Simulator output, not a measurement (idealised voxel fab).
The following process module bears the name voxel gate over fins.
Square cell edge 5 nm, section width 160 nm, ID cut.
Bands, listed from the top down, are how a cross-section gets written in this document; the cross-section itself is a grid of square cells, and a band is one or more rows of them. Look at the band entry: it leads with the top's height and the bottom's height in nm. Then it lists the materials left to right, with a width in nm for each. The word "all across" on a single material says that material fills the band edge to edge. The word "air" is empty space. Heights from 0 (as-received wafer is one material below). Bottom band endless downward, as "top 0, no bottom". A two-number width, for instance "30->40", indicates that the width is equal to the first number in the top row of the band and to the second number in the bottom row, and that it changes by a constant amount per row of cells. Where a step carries "same as before", the cross-section came out of it unchanged, cell for cell. "Closed-off voids" enumerates empty spaces isolated from the top, with no open way to it, that contain at least 8 cells, giving each as width x height at distance from the left edge, all three in nm. That trailing text on a step's line, after the settings, is the simulator's own remark on the step. Regarding "overlay nm": on a step with a mask, it is the distance the mask lay to the right of its planned place; a negative value places it to the left.
# The process steps that were planned are listed below
- 1: RECEIVE (material Si)
- 2: CONFORMAL_DEP (material SiN; thk nm 10)
- 3: MASKED_ETCH (tone cover; mask id FINS; width nm 15; pitch nm 60; etch materials SiN; depth nm 10; overlay nm 0)
- 4: MASKED_ETCH (tone cover; mask id FINS; width nm 15; pitch nm 60; etch materials Si; depth nm 35; overlay nm 0)
- 5: OXIDIZE (depth nm 5)
- 6: FILL_DEP (material SiO2; thk nm 15)
- 7: CMP (height nm 10)
- 8: MASKED_ETCH (tone open; mask id RAIL; width nm 15; etch materials SiO2; depth nm 40; overlay nm 0)
- 9: CONFORMAL_DEP (material TiN; thk nm 5)
- 10: FILL_DEP (material Ru; thk nm 5)
- 11: CMP (height nm 10)
- 12: SELECTIVE_ETCH (etch materials W Ru TiN; depth nm 25)
- 13: FILL_DEP (material SiO2; thk nm 5)
- 14: CMP (height nm 10)
- 15: SELECTIVE_ETCH (etch materials SiO2; depth nm 20)
- 16: STRIP (etch materials SiN)
- 17: CONFORMAL_DEP (material HfO2; thk nm 5)
- 18: CONFORMAL_DEP (material TiN; thk nm 5)
- 19: CONFORMAL_DEP (material TiAl; thk nm 5)
- 20: CONFORMAL_DEP (material TiN; thk nm 5)
- 21: FILL_DEP (material W; thk nm 10)
- 22: CMP (height nm 25)
- 23: CONFORMAL_DEP (material SiN; thk nm 10)
# The first of the two wafers, which ran as planned
# as received, after step 1
	top 0, no bottom  Si all across
	Closed-off voids: none
# The following cross-section depicts the wafer upon completion of step 2
	top 10, bottom 0  SiN all across
	At heights below 0, the structure remains unaltered.
# The following cross-section depicts the wafer upon completion of step 3
	top 10, bottom 0  40 of air, 15 of SiN, 45 of air, 15 of SiN, 45 of air
	At heights below 0, the structure remains unaltered.
# The following cross-section depicts the wafer upon completion of step 4
	top 10, bottom 0  40 of air, 15 of SiN, 45 of air, 15 of SiN, 45 of air
	top 0, bottom -35  40 of air, 15 of Si, 45 of air, 15 of Si, 45 of air
	At heights below -35, the structure remains unaltered.
# The following cross-section depicts the wafer upon completion of step 5
	top 10, bottom 0  40 of air, 15 of SiN, 45 of air, 15 of SiN, 45 of air
	top 0, bottom -35  40 of air, 5 of SiO2, 5 of Si, 5 of SiO2, 45 of air, 5 of SiO2, 5 of Si, 5 of SiO2, 45 of air
	top -35, bottom -40  45 of SiO2, 5 of Si, 55 of SiO2, 5 of Si, 50 of SiO2
	At heights below -40, the structure remains unaltered.
# The following cross-section depicts the wafer upon completion of step 6
	top 25, bottom 10  SiO2 all across
	top 10, bottom 0  40 of SiO2, 15 of SiN, 45 of SiO2, 15 of SiN, 45 of SiO2
	top 0, bottom -40  45 of SiO2, 5 of Si, 55 of SiO2, 5 of Si, 50 of SiO2
	At heights below -40, the structure remains unaltered.
# The following cross-section depicts the wafer upon completion of step 7
	top 10, bottom 0  40 of SiO2, 15 of SiN, 45 of SiO2, 15 of SiN, 45 of SiO2
	At heights below 0, the structure remains unaltered.
# The following cross-section depicts the wafer upon completion of step 8
	top 10, bottom 0  40 of SiO2, 15 of SiN, 15 of SiO2, 15 of air, 15 of SiO2, 15 of SiN, 45 of SiO2
	top 0, bottom -30  45 of SiO2, 5 of Si, 20 of SiO2, 15 of air, 20 of SiO2, 5 of Si, 50 of SiO2
	At heights below -30, the structure remains unaltered.
# The following cross-section depicts the wafer upon completion of step 9
	top 15, bottom 10  75 of TiN, 5 of air, 80 of TiN
	top 10, bottom 0  40 of SiO2, 15 of SiN, 15 of SiO2, 5 of TiN, 5 of air, 5 of TiN, 15 of SiO2, 15 of SiN, 45 of SiO2
	top 0, bottom -25  45 of SiO2, 5 of Si, 20 of SiO2, 5 of TiN, 5 of air, 5 of TiN, 20 of SiO2, 5 of Si, 50 of SiO2
	top -25, bottom -30  45 of SiO2, 5 of Si, 20 of SiO2, 15 of TiN, 20 of SiO2, 5 of Si, 50 of SiO2
	At heights below -30, the structure remains unaltered.
# The following cross-section depicts the wafer upon completion of step 10
	top 20, bottom 15  Ru all across
	top 15, bottom 10  75 of TiN, 5 of Ru, 80 of TiN
	top 10, bottom 0  40 of SiO2, 15 of SiN, 15 of SiO2, 5 of TiN, 5 of Ru, 5 of TiN, 15 of SiO2, 15 of SiN, 45 of SiO2
	top 0, bottom -25  45 of SiO2, 5 of Si, 20 of SiO2, 5 of TiN, 5 of Ru, 5 of TiN, 20 of SiO2, 5 of Si, 50 of SiO2
	At heights below -25, the structure remains unaltered.
# The following cross-section depicts the wafer upon completion of step 11
	top 10, bottom 0  40 of SiO2, 15 of SiN, 15 of SiO2, 5 of TiN, 5 of Ru, 5 of TiN, 15 of SiO2, 15 of SiN, 45 of SiO2
	At heights below 0, the structure remains unaltered.
# The following cross-section depicts the wafer upon completion of step 12
	top 10, bottom 0  40 of SiO2, 15 of SiN, 15 of SiO2, 15 of air, 15 of SiO2, 15 of SiN, 45 of SiO2
	top 0, bottom -15  45 of SiO2, 5 of Si, 20 of SiO2, 15 of air, 20 of SiO2, 5 of Si, 50 of SiO2
	At heights below -15, the structure remains unaltered.
# The following cross-section depicts the wafer upon completion of step 13
	top 15, bottom 10  SiO2 all across
	top 10, bottom 0  40 of SiO2, 15 of SiN, 45 of SiO2, 15 of SiN, 45 of SiO2
	top 0, bottom -15  45 of SiO2, 5 of Si, 55 of SiO2, 5 of Si, 50 of SiO2
	At heights below -15, the structure remains unaltered.
# The following cross-section depicts the wafer upon completion of step 14
	top 10, bottom 0  40 of SiO2, 15 of SiN, 45 of SiO2, 15 of SiN, 45 of SiO2
	At heights below 0, the structure remains unaltered.
# The following cross-section depicts the wafer upon completion of step 15
	top 10, bottom 0  40 of air, 15 of SiN, 45 of air, 15 of SiN, 45 of air
	top 0, bottom -10  45 of air, 5 of Si, 55 of air, 5 of Si, 50 of air
	At heights below -10, the structure remains unaltered.
# The following cross-section depicts the wafer upon completion of step 16
	top 0, bottom -10  45 of air, 5 of Si, 55 of air, 5 of Si, 50 of air
	At heights below -10, the structure remains unaltered.
# The following cross-section depicts the wafer upon completion of step 17
	top 5, bottom 0  40 of air, 15 of HfO2, 45 of air, 15 of HfO2, 45 of air
	top 0, bottom -5  40 of air, 5 of HfO2, 5 of Si, 5 of HfO2, 45 of air, 5 of HfO2, 5 of Si, 5 of HfO2, 45 of air
	top -5, bottom -10  45 of HfO2, 5 of Si, 55 of HfO2, 5 of Si, 50 of HfO2
	At heights below -10, the structure remains unaltered.
# The following cross-section depicts the wafer upon completion of step 18
	top 10, bottom 5  35 of air, 25 of TiN, 35 of air, 25 of TiN, 40 of air
	top 5, bottom 0  35 of air, 5 of TiN, 15 of HfO2, 5 of TiN, 35 of air, 5 of TiN, 15 of HfO2, 5 of TiN, 40 of air
	top 0, bottom -5  40 of TiN, 5 of HfO2, 5 of Si, 5 of HfO2, 45 of TiN, 5 of HfO2, 5 of Si, 5 of HfO2, 45 of TiN
	At heights below -5, the structure remains unaltered.
# The following cross-section depicts the wafer upon completion of step 19
	top 15, bottom 10  30 of air, 35 of TiAl, 25 of air, 35 of TiAl, 35 of air
	top 10, bottom 5  30 of air, 5 of TiAl, 25 of TiN, 5 of TiAl, 25 of air, 5 of TiAl, 25 of TiN, 5 of TiAl, 35 of air
	top 5, bottom 0  35 of TiAl, 5 of TiN, 15 of HfO2, 5 of TiN, 35 of TiAl, 5 of TiN, 15 of HfO2, 5 of TiN, 40 of TiAl
	At heights below 0, the structure remains unaltered.
# The following cross-section depicts the wafer upon completion of step 20
	top 20, bottom 15  25 of air, 45 of TiN, 15 of air, 45 of TiN, 30 of air
	top 15, bottom 10  25 of air, 5 of TiN, 35 of TiAl, 5 of TiN, 15 of air, 5 of TiN, 35 of TiAl, 5 of TiN, 30 of air
	top 10, bottom 5  30 of TiN, 5 of TiAl, 25 of TiN, 5 of TiAl, 25 of TiN, 5 of TiAl, 25 of TiN, 5 of TiAl, 35 of TiN
	At heights below 5, the structure remains unaltered.
# The following cross-section depicts the wafer upon completion of step 21
	top 30, bottom 20  W all across
	top 20, bottom 15  25 of W, 45 of TiN, 15 of W, 45 of TiN, 30 of W
	top 15, bottom 10  25 of W, 5 of TiN, 35 of TiAl, 5 of TiN, 15 of W, 5 of TiN, 35 of TiAl, 5 of TiN, 30 of W
	At heights below 10, the structure remains unaltered.
# The following cross-section depicts the wafer upon completion of step 22
	top 25, bottom 20  W all across
	At heights below 20, the structure remains unaltered.
# The following cross-section depicts the wafer upon completion of step 23
	top 35, bottom 25  SiN all across
	At heights below 25, the structure remains unaltered.
# Wafer two of the pair: same origin, same plan, one error during the run; identical to wafer one up to and including step 3
# Second wafer, section view, time point: scheduled end of step 4
	top 10, bottom 0  40 of air, 15 of SiN, 45 of air, 15 of SiN, 45 of air
	top 0, bottom -70  40 of air, 15 of Si, 45 of air, 15 of Si, 45 of air
	At heights below -70, the structure remains unaltered.
# Second wafer, section view, time point: scheduled end of step 5
	top 10, bottom 0  40 of air, 15 of SiN, 45 of air, 15 of SiN, 45 of air
	top 0, bottom -70  40 of air, 5 of SiO2, 5 of Si, 5 of SiO2, 45 of air, 5 of SiO2, 5 of Si, 5 of SiO2, 45 of air
	top -70, bottom -75  45 of SiO2, 5 of Si, 55 of SiO2, 5 of Si, 50 of SiO2
	At heights below -75, the structure remains unaltered.
# Second wafer, section view, time point: scheduled end of step 6
	top 25, bottom 10  SiO2 all across
	top 10, bottom 0  40 of SiO2, 15 of SiN, 45 of SiO2, 15 of SiN, 45 of SiO2
	top 0, bottom -75  45 of SiO2, 5 of Si, 55 of SiO2, 5 of Si, 50 of SiO2
	At heights below -75, the structure remains unaltered.
# Second wafer, section view, time point: scheduled end of step 7
	top 10, bottom 0  40 of SiO2, 15 of SiN, 45 of SiO2, 15 of SiN, 45 of SiO2
	At heights below 0, the structure remains unaltered.
# Second wafer, section view, time point: scheduled end of step 8
	top 10, bottom 0  40 of SiO2, 15 of SiN, 15 of SiO2, 15 of air, 15 of SiO2, 15 of SiN, 45 of SiO2
	top 0, bottom -30  45 of SiO2, 5 of Si, 20 of SiO2, 15 of air, 20 of SiO2, 5 of Si, 50 of SiO2
	At heights below -30, the structure remains unaltered.
# Second wafer, section view, time point: scheduled end of step 9
	top 15, bottom 10  75 of TiN, 5 of air, 80 of TiN
	top 10, bottom 0  40 of SiO2, 15 of SiN, 15 of SiO2, 5 of TiN, 5 of air, 5 of TiN, 15 of SiO2, 15 of SiN, 45 of SiO2
	top 0, bottom -25  45 of SiO2, 5 of Si, 20 of SiO2, 5 of TiN, 5 of air, 5 of TiN, 20 of SiO2, 5 of Si, 50 of SiO2
	top -25, bottom -30  45 of SiO2, 5 of Si, 20 of SiO2, 15 of TiN, 20 of SiO2, 5 of Si, 50 of SiO2
	At heights below -30, the structure remains unaltered.
# Second wafer, section view, time point: scheduled end of step 10
	top 20, bottom 15  Ru all across
	top 15, bottom 10  75 of TiN, 5 of Ru, 80 of TiN
	top 10, bottom 0  40 of SiO2, 15 of SiN, 15 of SiO2, 5 of TiN, 5 of Ru, 5 of TiN, 15 of SiO2, 15 of SiN, 45 of SiO2
	top 0, bottom -25  45 of SiO2, 5 of Si, 20 of SiO2, 5 of TiN, 5 of Ru, 5 of TiN, 20 of SiO2, 5 of Si, 50 of SiO2
	At heights below -25, the structure remains unaltered.
# Second wafer, section view, time point: scheduled end of step 11
	top 10, bottom 0  40 of SiO2, 15 of SiN, 15 of SiO2, 5 of TiN, 5 of Ru, 5 of TiN, 15 of SiO2, 15 of SiN, 45 of SiO2
	At heights below 0, the structure remains unaltered.
# Second wafer, section view, time point: scheduled end of step 12
	top 10, bottom 0  40 of SiO2, 15 of SiN, 15 of SiO2, 15 of air, 15 of SiO2, 15 of SiN, 45 of SiO2
	top 0, bottom -15  45 of SiO2, 5 of Si, 20 of SiO2, 15 of air, 20 of SiO2, 5 of Si, 50 of SiO2
	At heights below -15, the structure remains unaltered.
# Second wafer, section view, time point: scheduled end of step 13
	top 15, bottom 10  SiO2 all across
	top 10, bottom 0  40 of SiO2, 15 of SiN, 45 of SiO2, 15 of SiN, 45 of SiO2
	top 0, bottom -15  45 of SiO2, 5 of Si, 55 of SiO2, 5 of Si, 50 of SiO2
	At heights below -15, the structure remains unaltered.
# Second wafer, section view, time point: scheduled end of step 14
	top 10, bottom 0  40 of SiO2, 15 of SiN, 45 of SiO2, 15 of SiN, 45 of SiO2
	At heights below 0, the structure remains unaltered.
# Second wafer, section view, time point: scheduled end of step 15
	top 10, bottom 0  40 of air, 15 of SiN, 45 of air, 15 of SiN, 45 of air
	top 0, bottom -10  45 of air, 5 of Si, 55 of air, 5 of Si, 50 of air
	At heights below -10, the structure remains unaltered.
# Second wafer, section view, time point: scheduled end of step 16
	top 0, bottom -10  45 of air, 5 of Si, 55 of air, 5 of Si, 50 of air
	At heights below -10, the structure remains unaltered.
# Second wafer, section view, time point: scheduled end of step 17
	top 5, bottom 0  40 of air, 15 of HfO2, 45 of air, 15 of HfO2, 45 of air
	top 0, bottom -5  40 of air, 5 of HfO2, 5 of Si, 5 of HfO2, 45 of air, 5 of HfO2, 5 of Si, 5 of HfO2, 45 of air
	top -5, bottom -10  45 of HfO2, 5 of Si, 55 of HfO2, 5 of Si, 50 of HfO2
	At heights below -10, the structure remains unaltered.
# Second wafer, section view, time point: scheduled end of step 18
	top 10, bottom 5  35 of air, 25 of TiN, 35 of air, 25 of TiN, 40 of air
	top 5, bottom 0  35 of air, 5 of TiN, 15 of HfO2, 5 of TiN, 35 of air, 5 of TiN, 15 of HfO2, 5 of TiN, 40 of air
	top 0, bottom -5  40 of TiN, 5 of HfO2, 5 of Si, 5 of HfO2, 45 of TiN, 5 of HfO2, 5 of Si, 5 of HfO2, 45 of TiN
	At heights below -5, the structure remains unaltered.
# Second wafer, section view, time point: scheduled end of step 19
	top 15, bottom 10  30 of air, 35 of TiAl, 25 of air, 35 of TiAl, 35 of air
	top 10, bottom 5  30 of air, 5 of TiAl, 25 of TiN, 5 of TiAl, 25 of air, 5 of TiAl, 25 of TiN, 5 of TiAl, 35 of air
	top 5, bottom 0  35 of TiAl, 5 of TiN, 15 of HfO2, 5 of TiN, 35 of TiAl, 5 of TiN, 15 of HfO2, 5 of TiN, 40 of TiAl
	At heights below 0, the structure remains unaltered.
# Second wafer, section view, time point: scheduled end of step 20
	top 20, bottom 15  25 of air, 45 of TiN, 15 of air, 45 of TiN, 30 of air
	top 15, bottom 10  25 of air, 5 of TiN, 35 of TiAl, 5 of TiN, 15 of air, 5 of TiN, 35 of TiAl, 5 of TiN, 30 of air
	top 10, bottom 5  30 of TiN, 5 of TiAl, 25 of TiN, 5 of TiAl, 25 of TiN, 5 of TiAl, 25 of TiN, 5 of TiAl, 35 of TiN
	At heights below 5, the structure remains unaltered.
# Second wafer, section view, time point: scheduled end of step 21
	top 30, bottom 20  W all across
	top 20, bottom 15  25 of W, 45 of TiN, 15 of W, 45 of TiN, 30 of W
	top 15, bottom 10  25 of W, 5 of TiN, 35 of TiAl, 5 of TiN, 15 of W, 5 of TiN, 35 of TiAl, 5 of TiN, 30 of W
	At heights below 10, the structure remains unaltered.
# Second wafer, section view, time point: scheduled end of step 22
	top 25, bottom 20  W all across
	At heights below 20, the structure remains unaltered.
# Second wafer, section view, time point: scheduled end of step 23
	top 35, bottom 25  SiN all across
	At heights below 25, the structure remains unaltered.
What was the processing mistake? yeah, plan step 4 got run twice
Heads up, by the end the second wafer has more or fewer cells of some materials compared to the first: Si: 210 fewer; SiO2: 210 more
